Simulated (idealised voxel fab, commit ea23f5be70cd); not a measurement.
process module | voxel transistor to metal
cross-section cut | 175 nm wide | cells 5 nm
A cross-section is a grid of square cells, given in bands from the top down. A band is one or more rows of cells.
Each band's line starts with the height of the band's top and of its bottom, in nm. Then come its materials from left to right, each with its width in nm. One material with "throughout" fills the band from edge to edge. "air" is empty space.
Height 0 is the level under which the wafer as received is all one material. The lowest band goes on downwards, as in "0 down".
A width such as "30 to 40" changes by the same amount from each row of cells to the next, from the band's top row to its bottom row.
"no change" after a step means that no cell of the cross-section changed.
closed voids: empty space of 8 cells or more with no open way to the top, each as width x height at its distance from the left edge, in nm
after a step's settings: what the simulator itself notes on the step
overlay nm, on a step with a mask: how far to the right of its planned place the mask lay; to the left if negative
Each pair below shows a cross-section before one step and the cross-section after it, down to the lowest band that changed. The line under each pair gives the step between them, with its settings. The pairs can come from different runs of this module on the same starting wafer, so a pair continues from the pair above only where its "before" says so.
before
  110 to 95: resist 40 | air 20 | resist 55 | air 20 | resist 40
  95 to 80: lowk 40 | air 20 | lowk 55 | air 20 | lowk 40
  80 to 70: lowk throughout
  70 to 65: SiCN throughout
  65 to 60: SiCN 35 | Ru 30 | SiCN 45 | Ru 30 | SiCN 35
  60 to 35: lowk 40 | TiN 5 | W 10 | TiN 5 | lowk 55 | TiN 5 | W 10 | TiN 5 | lowk 40
  35 to 30: SiCN 40 | TiN 20 | SiCN 55 | TiN 20 | SiCN 40
  30 to 20: SiO2 40 | TiN 5 | W 10 | TiN 5 | SiO2 55 | TiN 5 | W 10 | TiN 5 | SiO2 40
  20 to 0: SiO2 40 | TiN 5 | W 10 | TiN 5 | SiO2 5 | SiN 10 | HfO2 5 | TiN 5 | W 5 | TiN 5 | HfO2 5 | SiN 10 | SiO2 5 | TiN 5 | W 10 | TiN 5 | SiO2 40
  0 to -5: SiO2 40 | TiN 5 | W 10 | TiN 5 | SiO2 5 | SiN 10 | HfO2 5 | TiN 15 | HfO2 5 | SiN 10 | SiO2 5 | TiN 5 | W 10 | TiN 5 | SiO2 40
  -5 to -10: SiO2 40 | TiN 20 | pSi 5 | SiO2 10 | HfO2 25 | SiO2 10 | pSi 5 | TiN 20 | SiO2 40
  -10 to -15: SiO2 35 | pSi 30 | Si 45 | pSi 30 | SiO2 35
  -15 to -30: SiO2 35 | Si 105 | SiO2 35
  -30 down: Si throughout
  closed voids: none
after
  95 to 80: lowk 40 | air 20 | lowk 55 | air 20 | lowk 40
  below 80: unchanged
  closed voids: none
the step between: op STRIP | etch materials resist
before: the cross-section after the pair above
after
  110 to 95: resist 40 | air 15 | resist 60 | air 15 | resist 45
  95 to 80: lowk 40 | air 15 | resist 5 | lowk 55 | air 15 | resist 5 | lowk 40
  below 80: unchanged
  closed voids: none
the step between: op PATTERN | tone open | mask id METAL_2_HOLES | material resist | width nm 15 | pitch nm 75 | thk nm 15 | overlay nm 0
before: the cross-section after the pair above
after
  110 to 95: resist 40 | air 15 | resist 60 | air 15 | resist 45
  95 to 80: lowk 40 | air 15 | resist 5 | lowk 55 | air 15 | resist 5 | lowk 40
  80 to 70: lowk 40 | air 15 | lowk 60 | air 15 | lowk 45
  below 70: unchanged
  closed voids: none
the step between: op DIRECTIONAL_ETCH | etch materials lowk | depth nm 10
before: the cross-section after the pair above
after
  110 to 95: resist 40 | air 15 | resist 60 | air 15 | resist 45
  95 to 80: lowk 40 | air 15 | resist 5 | lowk 55 | air 15 | resist 5 | lowk 40
  80 to 70: lowk 40 | air 15 | lowk 60 | air 15 | lowk 45
  70 to 65: SiCN 40 | air 15 | SiCN 60 | air 15 | SiCN 45
  below 65: unchanged
  closed voids: none
the step between: op DIRECTIONAL_ETCH | etch materials SiCN | depth nm 5
before: the cross-section after the pair above
after
  95 to 80: lowk 40 | air 20 | lowk 55 | air 20 | lowk 40
  below 80: unchanged
  closed voids: none
the step between: op STRIP | etch materials resist
before: the cross-section after the pair above
after
  100 to 95: TiN 45 | air 10 | TiN 65 | air 10 | TiN 45
  95 to 85: lowk 40 | TiN 5 | air 10 | TiN 5 | lowk 55 | TiN 5 | air 10 | TiN 5 | lowk 40
  85 to 80: lowk 40 | TiN 5 | air 5 | TiN 10 | lowk 55 | TiN 5 | air 5 | TiN 10 | lowk 40
  80 to 70: lowk 40 | TiN 5 | air 5 | TiN 5 | lowk 60 | TiN 5 | air 5 | TiN 5 | lowk 45
  70 to 65: SiCN 40 | TiN 15 | SiCN 60 | TiN 15 | SiCN 45
  below 65: unchanged
  closed voids: none
the step between: op CONFORMAL_DEP | material TiN | thk nm 5
before: the cross-section after the pair above
after
  105 to 100: Cu throughout
  100 to 95: TiN 45 | Cu 10 | TiN 65 | Cu 10 | TiN 45
  95 to 85: lowk 40 | TiN 5 | Cu 10 | TiN 5 | lowk 55 | TiN 5 | Cu 10 | TiN 5 | lowk 40
  85 to 80: lowk 40 | TiN 5 | Cu 5 | TiN 10 | lowk 55 | TiN 5 | Cu 5 | TiN 10 | lowk 40
  80 to 70: lowk 40 | TiN 5 | Cu 5 | TiN 5 | lowk 60 | TiN 5 | Cu 5 | TiN 5 | lowk 45
  below 70: unchanged
  closed voids: none
the step between: op FILL_DEP | material Cu | thk nm 5
before: the cross-section after the pair above
after
  95 to 85: lowk 40 | TiN 5 | Cu 10 | TiN 5 | lowk 55 | TiN 5 | Cu 10 | TiN 5 | lowk 40
  below 85: unchanged
  closed voids: none
the step between: op CMP | height nm 95
before: the cross-section after the pair above
after
  100 to 95: SiN throughout
  below 95: unchanged
  closed voids: none
the step between: op CONFORMAL_DEP | material SiN | thk nm 5
before
  60 to 35: lowk throughout
  35 to 30: SiCN throughout
  30 to 20: SiO2 40 | TiN 5 | W 10 | TiN 5 | SiO2 55 | TiN 5 | W 10 | TiN 5 | SiO2 40
  20 to 0: SiO2 40 | TiN 5 | W 10 | TiN 5 | SiN 10 | HfO2 5 | TiN 5 | W 15 | TiN 5 | HfO2 5 | SiN 10 | TiN 5 | W 10 | TiN 5 | SiO2 40
  0 to -5: SiO2 40 | TiN 5 | W 5 | TiN 10 | SiN 10 | HfO2 5 | TiN 25 | HfO2 5 | SiN 10 | TiN 10 | W 5 | TiN 5 | SiO2 40
  -5 to -10: SiO2 40 | TiN 15 | pSi 5 | SiO2 10 | HfO2 35 | SiO2 10 | pSi 5 | TiN 15 | SiO2 40
  -10 to -15: SiO2 35 | pSi 25 | Si 55 | pSi 25 | SiO2 35
  -15 to -30: SiO2 35 | Si 105 | SiO2 35
  -30 down: Si throughout
  closed voids: none
after
  80 to 60: resist 50 | air 20 | resist 55 | air 20 | resist 30
  below 60: unchanged
  closed voids: none
the step between: op PATTERN | tone open | mask id METAL_1 | material resist | width nm 20 | pitch nm 75 | thk nm 20 | overlay nm 10
before: the cross-section after the pair above
after
  80 to 60: resist 50 | air 20 | resist 55 | air 20 | resist 30
  60 to 35: lowk 50 | air 20 | lowk 55 | air 20 | lowk 30
  below 35: unchanged
  closed voids: none
the step between: op DIRECTIONAL_ETCH | etch materials lowk | depth nm 25
before: the cross-section after the pair above
after
  80 to 60: resist 50 | air 20 | resist 55 | air 20 | resist 30
  60 to 35: lowk 50 | air 20 | lowk 55 | air 20 | lowk 30
  35 to 30: SiCN 50 | air 20 | SiCN 55 | air 20 | SiCN 30
  below 30: unchanged
  closed voids: none
the step between: op DIRECTIONAL_ETCH | etch materials SiCN | depth nm 5
before: the cross-section after the pair above
after
  60 to 35: lowk 50 | air 20 | lowk 55 | air 20 | lowk 30
  below 35: unchanged
  closed voids: none
the step between: op STRIP | etch materials resist
before: the cross-section after the pair above
after
  65 to 60: TiN 55 | air 10 | TiN 65 | air 10 | TiN 35
  60 to 35: lowk 50 | TiN 5 | air 10 | TiN 5 | lowk 55 | TiN 5 | air 10 | TiN 5 | lowk 30
  35 to 30: SiCN 50 | TiN 20 | SiCN 55 | TiN 20 | SiCN 30
  below 30: unchanged
  closed voids: none
the step between: op CONFORMAL_DEP | material TiN | thk nm 5
before: the cross-section after the pair above
after
  70 to 65: W throughout
  65 to 60: TiN 55 | W 10 | TiN 65 | W 10 | TiN 35
  60 to 35: lowk 50 | TiN 5 | W 10 | TiN 5 | lowk 55 | TiN 5 | W 10 | TiN 5 | lowk 30
  below 35: unchanged
  closed voids: none
the step between: op FILL_DEP | material W | thk nm 5
before: the cross-section after the pair above
after
  60 to 35: lowk 50 | TiN 5 | W 10 | TiN 5 | lowk 55 | TiN 5 | W 10 | TiN 5 | lowk 30
  below 35: unchanged
  closed voids: none
the step between: op CMP | height nm 60
before: the cross-section after the pair above
after
  65 to 60: air 45 | Ru 30 | air 45 | Ru 30 | air 25
  below 60: unchanged
  closed voids: none
the step between: op EPI | material Ru | thk nm 5
before: the cross-section after the pair above
after
  70 to 65: SiCN throughout
  65 to 60: SiCN 45 | Ru 30 | SiCN 45 | Ru 30 | SiCN 25
  below 60: unchanged
  closed voids: none
the step between: op FILL_DEP | material SiCN | thk nm 5
before: the cross-section after the pair above
after
  95 to 70: lowk throughout
  below 70: unchanged
  closed voids: none
the step between: op DIRECTIONAL_DEP | material lowk | thk nm 25
before: the cross-section after the pair above
after
  110 to 95: resist 40 | air 20 | resist 55 | air 20 | resist 40
  below 95: unchanged
  closed voids: none
the step between: op PATTERN | tone open | mask id METAL_2 | material resist | width nm 20 | pitch nm 75 | thk nm 15 | overlay nm 0
before: the cross-section after the pair above
after
  110 to 95: resist 40 | air 20 | resist 55 | air 20 | resist 40
  95 to 80: lowk 40 | air 20 | lowk 55 | air 20 | lowk 40
  below 80: unchanged
  closed voids: none
the step between: op DIRECTIONAL_ETCH | etch materials lowk | depth nm 15
before: the cross-section after the pair above
after
  95 to 80: lowk 40 | air 20 | lowk 55 | air 20 | lowk 40
  below 80: unchanged
  closed voids: none
the step between: op STRIP | etch materials resist
before: the cross-section after the pair above
after
  110 to 95: resist 40 | air 15 | resist 60 | air 15 | resist 45
  95 to 80: lowk 40 | air 15 | resist 5 | lowk 55 | air 15 | resist 5 | lowk 40
  below 80: unchanged
  closed voids: none
the step between: op PATTERN | tone open | mask id METAL_2_HOLES | material resist | width nm 15 | pitch nm 75 | thk nm 15 | overlay nm 0
before: the cross-section after the pair above
after
  110 to 95: resist 40 | air 15 | resist 60 | air 15 | resist 45
  95 to 80: lowk 40 | air 15 | resist 5 | lowk 55 | air 15 | resist 5 | lowk 40
  80 to 70: lowk 40 | air 15 | lowk 60 | air 15 | lowk 45
  below 70: unchanged
  closed voids: none
the step between: op DIRECTIONAL_ETCH | etch materials lowk | depth nm 10
before: the cross-section after the pair above
after
  110 to 95: resist 40 | air 15 | resist 60 | air 15 | resist 45
  95 to 80: lowk 40 | air 15 | resist 5 | lowk 55 | air 15 | resist 5 | lowk 40
  80 to 70: lowk 40 | air 15 | lowk 60 | air 15 | lowk 45
  70 to 65: SiCN 40 | air 15 | SiCN 60 | air 15 | SiCN 45
  below 65: unchanged
  closed voids: none
the step between: op DIRECTIONAL_ETCH | etch materials SiCN | depth nm 5
before: the cross-section after the pair above
after
  95 to 80: lowk 40 | air 20 | lowk 55 | air 20 | lowk 40
  below 80: unchanged
  closed voids: none
the step between: op STRIP | etch materials resist
before: the cross-section after the pair above
after
  100 to 95: TiN 45 | air 10 | TiN 65 | air 10 | TiN 45
  95 to 85: lowk 40 | TiN 5 | air 10 | TiN 5 | lowk 55 | TiN 5 | air 10 | TiN 5 | lowk 40
  85 to 80: lowk 40 | TiN 5 | air 5 | TiN 10 | lowk 55 | TiN 5 | air 5 | TiN 10 | lowk 40
  80 to 70: lowk 40 | TiN 5 | air 5 | TiN 5 | lowk 60 | TiN 5 | air 5 | TiN 5 | lowk 45
  70 to 65: SiCN 40 | TiN 15 | SiCN 60 | TiN 15 | SiCN 45
  below 65: unchanged
  closed voids: none
the step between: op CONFORMAL_DEP | material TiN | thk nm 5
before: the cross-section after the pair above
after
  105 to 100: Cu throughout
  100 to 95: TiN 45 | Cu 10 | TiN 65 | Cu 10 | TiN 45
  95 to 85: lowk 40 | TiN 5 | Cu 10 | TiN 5 | lowk 55 | TiN 5 | Cu 10 | TiN 5 | lowk 40
  85 to 80: lowk 40 | TiN 5 | Cu 5 | TiN 10 | lowk 55 | TiN 5 | Cu 5 | TiN 10 | lowk 40
  80 to 70: lowk 40 | TiN 5 | Cu 5 | TiN 5 | lowk 60 | TiN 5 | Cu 5 | TiN 5 | lowk 45
  below 70: unchanged
  closed voids: none
the step between: op FILL_DEP | material Cu | thk nm 5
before: the cross-section after the pair above
after
  95 to 85: lowk 40 | TiN 5 | Cu 10 | TiN 5 | lowk 55 | TiN 5 | Cu 10 | TiN 5 | lowk 40
  below 85: unchanged
  closed voids: none
the step between: op CMP | height nm 95
before: the cross-section after the pair above
after
  100 to 95: SiN throughout
  below 95: unchanged
  closed voids: none
the step between: op CONFORMAL_DEP | material SiN | thk nm 5
before
  65 to 60: TiN 45 | air 10 | TiN 65 | air 10 | TiN 45
  60 to 35: lowk 40 | TiN 5 | air 10 | TiN 5 | lowk 55 | TiN 5 | air 10 | TiN 5 | lowk 40
  35 to 30: SiCN 40 | TiN 20 | SiCN 55 | TiN 20 | SiCN 40
  30 to 20: SiO2 40 | TiN 5 | W 10 | TiN 5 | SiO2 55 | TiN 5 | W 10 | TiN 5 | SiO2 40
  20 to 0: SiO2 40 | TiN 5 | W 10 | TiN 5 | SiN 10 | HfO2 5 | TiN 5 | W 15 | TiN 5 | HfO2 5 | SiN 10 | TiN 5 | W 10 | TiN 5 | SiO2 40
  0 to -5: SiO2 40 | TiN 5 | W 5 | TiN 10 | SiN 10 | HfO2 5 | TiN 25 | HfO2 5 | SiN 10 | TiN 10 | W 5 | TiN 5 | SiO2 40
  -5 to -10: SiO2 40 | TiN 15 | pSi 5 | SiO2 10 | HfO2 35 | SiO2 10 | pSi 5 | TiN 15 | SiO2 40
  -10 to -15: SiO2 35 | pSi 25 | Si 55 | pSi 25 | SiO2 35
  -15 to -30: SiO2 35 | Si 105 | SiO2 35
  -30 down: Si throughout
  closed voids: none
after
  70 to 65: polySi throughout
  65 to 60: TiN 45 | polySi 10 | TiN 65 | polySi 10 | TiN 45
  60 to 35: lowk 40 | TiN 5 | polySi 10 | TiN 5 | lowk 55 | TiN 5 | polySi 10 | TiN 5 | lowk 40
  below 35: unchanged
  closed voids: none
the step between: op FILL_DEP | material polySi | thk nm 5
before: the cross-section after the pair above
after
  60 to 35: lowk 40 | TiN 5 | polySi 10 | TiN 5 | lowk 55 | TiN 5 | polySi 10 | TiN 5 | lowk 40
  below 35: unchanged
  closed voids: none
the step between: op CMP | height nm 60
before: the cross-section after the pair above
after
  65 to 60: air 35 | Ru 30 | air 45 | Ru 30 | air 35
  below 60: unchanged
  closed voids: none
the step between: op EPI | material Ru | thk nm 5
before: the cross-section after the pair above
after
  70 to 65: SiCN throughout
  65 to 60: SiCN 35 | Ru 30 | SiCN 45 | Ru 30 | SiCN 35
  below 60: unchanged
  closed voids: none
the step between: op FILL_DEP | material SiCN | thk nm 5
before: the cross-section after the pair above
after
  95 to 70: lowk throughout
  below 70: unchanged
  closed voids: none
the step between: op DIRECTIONAL_DEP | material lowk | thk nm 25
before: the cross-section after the pair above
after
  110 to 95: resist 40 | air 20 | resist 55 | air 20 | resist 40
  below 95: unchanged
  closed voids: none
the step between: op PATTERN | tone open | mask id METAL_2 | material resist | width nm 20 | pitch nm 75 | thk nm 15 | overlay nm 0
before: the cross-section after the pair above
after
  110 to 95: resist 40 | air 20 | resist 55 | air 20 | resist 40
  95 to 80: lowk 40 | air 20 | lowk 55 | air 20 | lowk 40
  below 80: unchanged
  closed voids: none
the step between: op DIRECTIONAL_ETCH | etch materials lowk | depth nm 15
before: the cross-section after the pair above
after
  95 to 80: lowk 40 | air 20 | lowk 55 | air 20 | lowk 40
  below 80: unchanged
  closed voids: none
the step between: op STRIP | etch materials resist
before: the cross-section after the pair above
after
  110 to 95: resist 40 | air 15 | resist 60 | air 15 | resist 45
  95 to 80: lowk 40 | air 15 | resist 5 | lowk 55 | air 15 | resist 5 | lowk 40
  below 80: unchanged
  closed voids: none
the step between: op PATTERN | tone open | mask id METAL_2_HOLES | material resist | width nm 15 | pitch nm 75 | thk nm 15 | overlay nm 0
before: the cross-section after the pair above
after
  110 to 95: resist 40 | air 15 | resist 60 | air 15 | resist 45
  95 to 80: lowk 40 | air 15 | resist 5 | lowk 55 | air 15 | resist 5 | lowk 40
  80 to 70: lowk 40 | air 15 | lowk 60 | air 15 | lowk 45
  below 70: unchanged
  closed voids: none
the step between: op DIRECTIONAL_ETCH | etch materials lowk | depth nm 10
before: the cross-section after the pair above
after
  110 to 95: resist 40 | air 15 | resist 60 | air 15 | resist 45
  95 to 80: lowk 40 | air 15 | resist 5 | lowk 55 | air 15 | resist 5 | lowk 40
  80 to 70: lowk 40 | air 15 | lowk 60 | air 15 | lowk 45
  70 to 65: SiCN 40 | air 15 | SiCN 60 | air 15 | SiCN 45
  below 65: unchanged
  closed voids: none
the step between: op DIRECTIONAL_ETCH | etch materials SiCN | depth nm 5
before: the cross-section after the pair above
after
  95 to 80: lowk 40 | air 20 | lowk 55 | air 20 | lowk 40
  below 80: unchanged
  closed voids: none
the step between: op STRIP | etch materials resist
before: the cross-section after the pair above
after
  100 to 95: TiN 45 | air 10 | TiN 65 | air 10 | TiN 45
  95 to 85: lowk 40 | TiN 5 | air 10 | TiN 5 | lowk 55 | TiN 5 | air 10 | TiN 5 | lowk 40
  85 to 80: lowk 40 | TiN 5 | air 5 | TiN 10 | lowk 55 | TiN 5 | air 5 | TiN 10 | lowk 40
  80 to 70: lowk 40 | TiN 5 | air 5 | TiN 5 | lowk 60 | TiN 5 | air 5 | TiN 5 | lowk 45
  70 to 65: SiCN 40 | TiN 15 | SiCN 60 | TiN 15 | SiCN 45
  below 65: unchanged
  closed voids: none
the step between: op CONFORMAL_DEP | material TiN | thk nm 5
before: the cross-section after the pair above
after
  105 to 100: Cu throughout
  100 to 95: TiN 45 | Cu 10 | TiN 65 | Cu 10 | TiN 45
  95 to 85: lowk 40 | TiN 5 | Cu 10 | TiN 5 | lowk 55 | TiN 5 | Cu 10 | TiN 5 | lowk 40
  85 to 80: lowk 40 | TiN 5 | Cu 5 | TiN 10 | lowk 55 | TiN 5 | Cu 5 | TiN 10 | lowk 40
  80 to 70: lowk 40 | TiN 5 | Cu 5 | TiN 5 | lowk 60 | TiN 5 | Cu 5 | TiN 5 | lowk 45
  below 70: unchanged
  closed voids: none
the step between: op FILL_DEP | material Cu | thk nm 5
before: the cross-section after the pair above
after
  95 to 85: lowk 40 | TiN 5 | Cu 10 | TiN 5 | lowk 55 | TiN 5 | Cu 10 | TiN 5 | lowk 40
  below 85: unchanged
  closed voids: none
the step between: op CMP | height nm 95
before: the cross-section after the pair above
after
  100 to 95: SiN throughout
  below 95: unchanged
  closed voids: none
the step between: op CONFORMAL_DEP | material SiN | thk nm 5
before
  95 to 80: lowk 40 | air 20 | lowk 55 | air 20 | lowk 40
  80 to 70: lowk throughout
  70 to 65: SiCN throughout
  65 to 60: SiCN 35 | Ru 30 | SiCN 45 | Ru 30 | SiCN 35
  60 to 35: lowk 40 | TiN 5 | W 10 | TiN 5 | lowk 55 | TiN 5 | W 10 | TiN 5 | lowk 40
  35 to 30: SiCN 40 | TiN 20 | SiCN 55 | TiN 20 | SiCN 40
  30 to 20: SiO2 40 | TiN 5 | W 10 | TiN 5 | SiO2 55 | TiN 5 | W 10 | TiN 5 | SiO2 40
  20 to 0: SiO2 40 | TiN 5 | W 10 | TiN 5 | SiN 10 | HfO2 5 | TiN 5 | W 15 | TiN 5 | HfO2 5 | SiN 10 | TiN 5 | W 10 | TiN 5 | SiO2 40
  0 to -5: SiO2 40 | TiN 5 | W 5 | TiN 10 | SiN 10 | HfO2 5 | TiN 25 | HfO2 5 | SiN 10 | TiN 10 | W 5 | TiN 5 | SiO2 40
  -5 to -10: SiO2 40 | TiN 15 | pSi 5 | SiO2 10 | HfO2 35 | SiO2 10 | pSi 5 | TiN 15 | SiO2 40
  -10 to -15: SiO2 35 | pSi 25 | Si 55 | pSi 25 | SiO2 35
  -15 to -30: SiO2 35 | Si 105 | SiO2 35
  -30 down: Si throughout
  closed voids: none
after
  110 to 95: air 40 | resist 15 | air 60 | resist 15 | air 45
  95 to 80: lowk 40 | resist 15 | air 5 | lowk 55 | resist 15 | air 5 | lowk 40
  below 80: unchanged
  closed voids: none
the step between: op PATTERN | tone cover | mask id METAL_2_HOLES | material resist | width nm 15 | pitch nm 75 | thk nm 15 | overlay nm 0
before: the cross-section after the pair above
after
  110 to 85: air 40 | resist 15 | air 60 | resist 15 | air 45
  85 to 80: lowk 40 | resist 15 | air 5 | lowk 55 | resist 15 | air 5 | lowk 40
  80 to 70: lowk 55 | air 5 | lowk 70 | air 5 | lowk 40
  below 70: unchanged
  closed voids: none
the step between: op DIRECTIONAL_ETCH | etch materials lowk | depth nm 10
before: the cross-section after the pair above
after
  110 to 85: air 40 | resist 15 | air 60 | resist 15 | air 45
  85 to 80: lowk 40 | resist 15 | air 5 | lowk 55 | resist 15 | air 5 | lowk 40
  80 to 70: lowk 55 | air 5 | lowk 70 | air 5 | lowk 40
  70 to 65: SiCN 55 | air 5 | SiCN 70 | air 5 | SiCN 40
  below 65: unchanged
  closed voids: none
the step between: op DIRECTIONAL_ETCH | etch materials SiCN | depth nm 5
before: the cross-section after the pair above
after
  85 to 80: lowk 40 | air 20 | lowk 55 | air 20 | lowk 40
  below 80: unchanged
  closed voids: none
the step between: op STRIP | etch materials resist
before: the cross-section after the pair above
after
  90 to 85: TiN 45 | air 10 | TiN 65 | air 10 | TiN 45
  85 to 80: lowk 40 | TiN 20 | lowk 55 | TiN 20 | lowk 40
  80 to 70: lowk 55 | TiN 5 | lowk 70 | TiN 5 | lowk 40
  70 to 65: SiCN 55 | TiN 5 | SiCN 70 | TiN 5 | SiCN 40
  below 65: unchanged
  closed voids: none
the step between: op CONFORMAL_DEP | material TiN | thk nm 5
before: the cross-section after the pair above
after
  95 to 90: Cu throughout
  90 to 85: TiN 45 | Cu 10 | TiN 65 | Cu 10 | TiN 45
  below 85: unchanged
  closed voids: none
the step between: op FILL_DEP | material Cu | thk nm 5
before: the cross-section after the pair above
after
  100 to 95: SiN throughout
  below 95: unchanged
  closed voids: none
the step between: op CONFORMAL_DEP | material SiN | thk nm 5
